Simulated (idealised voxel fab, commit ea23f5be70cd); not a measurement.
You're looking at the process module voxel lift off.
FYI the section here is cut, 230 nm wide, cells are 5 nm squares.
When this document writes out a cross-section, it uses a grid of square cells and lists it as bands, beginning at the top and moving down, with a band standing for one or more rows of cells. Band: top height; bottom height; in nm. Then, left to right: material with width in nm, for each material. "everywhere": a single material spanning edge to edge. "empty": empty space. Heights are reckoned from 0. Under this level, the received wafer is all of one material. The bottommost band is open-ended downward, for example "0 and below". The notation "30..40" denotes a width that varies across the rows of cells in the band, beginning at the first number in the top row, finishing at the second number in the bottom row, and changing by an identical amount from each row to the next. You'll sometimes find "nothing different" written for a step, and that's the way of saying that nowhere in the cross-section did a cell change during that step. Basically, "Closed void table" tells you about the enclosed voids: empty spaces with no open way to the top, 8 cells or bigger, each written width x height at distance, where distance is from the left edge, all in nm. Post-settings text on a step line: simulator's own remark regarding the step. "overlay nm" on a masked step: distance the mask lay right of its planned place, negative for left.
The planned process steps are enumerated hereunder:
1) RECEIVE [material Si]
2) CONFORMAL_DEP [material SiO2] [thk nm 10]
3) PATTERN [tone open] [mask id LINES] [material resist] [width nm 20] [pitch nm 35] [thk nm 20] [overlay nm 0]
4) DIRECTIONAL_DEP [material Ru] [thk nm 5]
5) STRIP [etch materials resist]
6) CONFORMAL_DEP [material SiO2] [thk nm 5]
Of two wafers, the first: run according to plan:
Cross-section: wafer on arrival = after step 1:
> 0 and below = Si everywhere
> Closed void table: none
Step 2 complete: cross-section through the wafer:
> 10 down to 0 = SiO2 everywhere
> Note: structure below 0 unchanged.
Step 3 complete: cross-section through the wafer:
> 30 down to 10 = resist (50); empty (20); resist (15); empty (20); resist (15); empty (20); resist (15); empty (20); resist (55)
> Note: structure below 10 unchanged.
Step 4 complete: cross-section through the wafer:
> 35 down to 30 = Ru (50); empty (20); Ru (15); empty (20); Ru (15); empty (20); Ru (15); empty (20); Ru (55)
> 30 down to 15 = resist (50); empty (20); resist (15); empty (20); resist (15); empty (20); resist (15); empty (20); resist (55)
> 15 down to 10 = resist (50); Ru (20); resist (15); Ru (20); resist (15); Ru (20); resist (15); Ru (20); resist (55)
> Note: structure below 10 unchanged.
Step 5 complete: cross-section through the wafer:
> 15 down to 10 = empty (50); Ru (20); empty (15); Ru (20); empty (15); Ru (20); empty (15); Ru (20); empty (55)
> Note: structure below 10 unchanged.
Step 6 complete: cross-section through the wafer:
> 20 down to 15 = empty (45); SiO2 (30); empty (5); SiO2 (30); empty (5); SiO2 (30); empty (5); SiO2 (30); empty (50)
> 15 down to 10 = SiO2 (50); Ru (20); SiO2 (15); Ru (20); SiO2 (15); Ru (20); SiO2 (15); Ru (20); SiO2 (55)
> Note: structure below 10 unchanged.
Second wafer, same starting state and plan as the first, one mistake in the run, identical through step 3:
Cross-sectional view of the second wafer at the intended end time of process step 4:
> 35 down to 30 = SiO2 (50); empty (20); SiO2 (15); empty (20); SiO2 (15); empty (20); SiO2 (15); empty (20); SiO2 (55)
> 30 down to 15 = resist (50); empty (20); resist (15); empty (20); resist (15); empty (20); resist (15); empty (20); resist (55)
> 15 down to 10 = resist (50); SiO2 (20); resist (15); SiO2 (20); resist (15); SiO2 (20); resist (15); SiO2 (20); resist (55)
> Note: structure below 10 unchanged.
Cross-sectional view of the second wafer at the intended end time of process step 5:
> 15 down to 10 = empty (50); SiO2 (20); empty (15); SiO2 (20); empty (15); SiO2 (20); empty (15); SiO2 (20); empty (55)
> Note: structure below 10 unchanged.
Cross-sectional view of the second wafer at the intended end time of process step 6:
> 20 down to 15 = empty (45); SiO2 (30); empty (5); SiO2 (30); empty (5); SiO2 (30); empty (5); SiO2 (30); empty (50)
> 15 down to 0 = SiO2 everywhere
> Note: structure below 0 unchanged.
Finding, execution versus plan: note that step 4 departed from the planned setting and was carried out as DIRECTIONAL_DEP [material SiO2] [thk nm 5]
Heads up, by the end the second wafer has more or fewer cells of some materials compared to the first: 16 fewer of Ru, 16 more of SiO2
